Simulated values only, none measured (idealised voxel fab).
process module | voxel spacer lines
Section cut is 250 nm wide and gridded with 5 nm square cells.
For the purposes of this document, a cross-section shall be understood as a grid of square cells, specified as bands listed in top-to-bottom order, each band consisting of one or more rows of cells.
Heights first: top, then bottom, in nm. Then materials, left to right, each with a width in nm. "all across" on a single material: fills the band edge to edge. "blank": empty space.
Convention: height 0 is the level below which the wafer, as received, is all one material. The lowest band does not terminate at the bottom but continues downward, represented as "top 0, no bottom".
When a width is written as two numbers, as in "30->40", the first number is the width in the top row of cells of the band and the second is the width in its bottom row, and the width changes by the same amount from each row to the next.
A step reported as "identical to before" is a step in which no cell of the cross-section changed.
You'll see "Closed internal cavities" listing empty spaces that have no way open to the top, as long as they're 8 cells or more; the notation is width x height at distance, where the distance is from the left edge, and all of it is in nm.
Read whatever lies past the settings on a step's line as the simulator's own remark about the step.
The optional step-line setting "overlay nm" applies to steps with a mask and quantifies how far to the right of its planned location the mask lay, a negative value indicating leftward placement.
Intended process steps
step 1: op RECEIVE | material Si
step 2: op CONFORMAL_DEP | material SiO2 | thk nm 10
step 3: op DIRECTIONAL_DEP | material TiN | thk nm 15
step 4: op DIRECTIONAL_DEP | material aC | thk nm 30
step 5: op PATTERN | tone cover | mask id MANDREL | material resist | width nm 25 | pitch nm 80 | thk nm 35 | overlay nm 0
step 6: op DIRECTIONAL_ETCH | etch materials aC | depth nm 30
step 7: op STRIP | etch materials resist
step 8: op CONFORMAL_DEP | material SiN | thk nm 15
step 9: op DIRECTIONAL_ETCH | etch materials SiN | depth nm 15
step 10: op STRIP | etch materials aC
step 11: op DIRECTIONAL_ETCH | etch materials TiN | depth nm 15
step 12: op STRIP | etch materials SiN
First of the two wafers, run per plan
Wafer cross-section on receipt, i.e. after step 1
	top 0, no bottom: Si all across
	Closed internal cavities: none
Presented here is a cross-section of the wafer after step 2 has been performed
	top 10, bottom 0: SiO2 all across
	Below 0, no change.
Presented here is a cross-section of the wafer after step 3 has been performed
	top 25, bottom 10: TiN all across
	Below 10, no change.
Presented here is a cross-section of the wafer after step 4 has been performed
	top 55, bottom 25: aC all across
	Below 25, no change.
Presented here is a cross-section of the wafer after step 5 has been performed
	top 90, bottom 55: 70 blank / 25 resist / 55 blank / 25 resist / 75 blank
	Below 55, no change.
Presented here is a cross-section of the wafer after step 6 has been performed
	top 60, bottom 55: 70 blank / 25 resist / 55 blank / 25 resist / 75 blank
	top 55, bottom 25: 70 blank / 25 aC / 55 blank / 25 aC / 75 blank
	Below 25, no change.
Presented here is a cross-section of the wafer after step 7 has been performed
	top 55, bottom 25: 70 blank / 25 aC / 55 blank / 25 aC / 75 blank
	Below 25, no change.
Presented here is a cross-section of the wafer after step 8 has been performed
	top 70, bottom 55: 55 blank / 55 SiN / 25 blank / 55 SiN / 60 blank
	top 55, bottom 40: 55 blank / 15 SiN / 25 aC / 15 SiN / 25 blank / 15 SiN / 25 aC / 15 SiN / 60 blank
	top 40, bottom 25: 70 SiN / 25 aC / 55 SiN / 25 aC / 75 SiN
	Below 25, no change.
Presented here is a cross-section of the wafer after step 9 has been performed
	top 55, bottom 25: 55 blank / 15 SiN / 25 aC / 15 SiN / 25 blank / 15 SiN / 25 aC / 15 SiN / 60 blank
	Below 25, no change.
Presented here is a cross-section of the wafer after step 10 has been performed
	top 55, bottom 25: 55 blank / 15 SiN / 25 blank / 15 SiN / 25 blank / 15 SiN / 25 blank / 15 SiN / 60 blank
	Below 25, no change.
Presented here is a cross-section of the wafer after step 11 has been performed
	top 55, bottom 25: 55 blank / 15 SiN / 25 blank / 15 SiN / 25 blank / 15 SiN / 25 blank / 15 SiN / 60 blank
	top 25, bottom 10: 55 blank / 15 TiN / 25 blank / 15 TiN / 25 blank / 15 TiN / 25 blank / 15 TiN / 60 blank
	Below 10, no change.
Presented here is a cross-section of the wafer after step 12 has been performed
	top 25, bottom 10: 55 blank / 15 TiN / 25 blank / 15 TiN / 25 blank / 15 TiN / 25 blank / 15 TiN / 60 blank
	Below 10, no change.
Notes, second wafer: start = first wafer's, plan = first wafer's, execution had one mistake; history identical to first through step 2
X-section, second wafer, when step 3 was due to finish
	top 40, bottom 10: aC all across
	Below 10, no change.
X-section, second wafer, when step 4 was due to finish
	top 55, bottom 40: TiN all across
	Below 40, no change.
X-section, second wafer, when step 5 was due to finish
	top 90, bottom 55: 70 blank / 25 resist / 55 blank / 25 resist / 75 blank
	Below 55, no change.
X-section, second wafer, when step 6 was due to finish
	top 60, bottom 55: 70 blank / 25 resist / 55 blank / 25 resist / 75 blank
	Below 55, no change.
X-section, second wafer, when step 7 was due to finish
	top 55, bottom 40: TiN all across
	Below 40, no change.
X-section, second wafer, when step 8 was due to finish
	top 70, bottom 55: SiN all across
	Below 55, no change.
X-section, second wafer, when step 9 was due to finish
	top 55, bottom 40: TiN all across
	Below 40, no change.
X-section, second wafer, when step 10 was due to finish: identical to before
X-section, second wafer, when step 11 was due to finish
	top 40, bottom 10: aC all across
	Below 10, no change.
X-section, second wafer, when step 12 was due to finish: identical to before
In executing the process, a mistake was made relative to the plan: step 3 ran in the slot meant for step 4, and vice versa
FYI, end of process, the second wafer has more or fewer cells of some materials than the first: TiN: 36 fewer | aC: 300 more
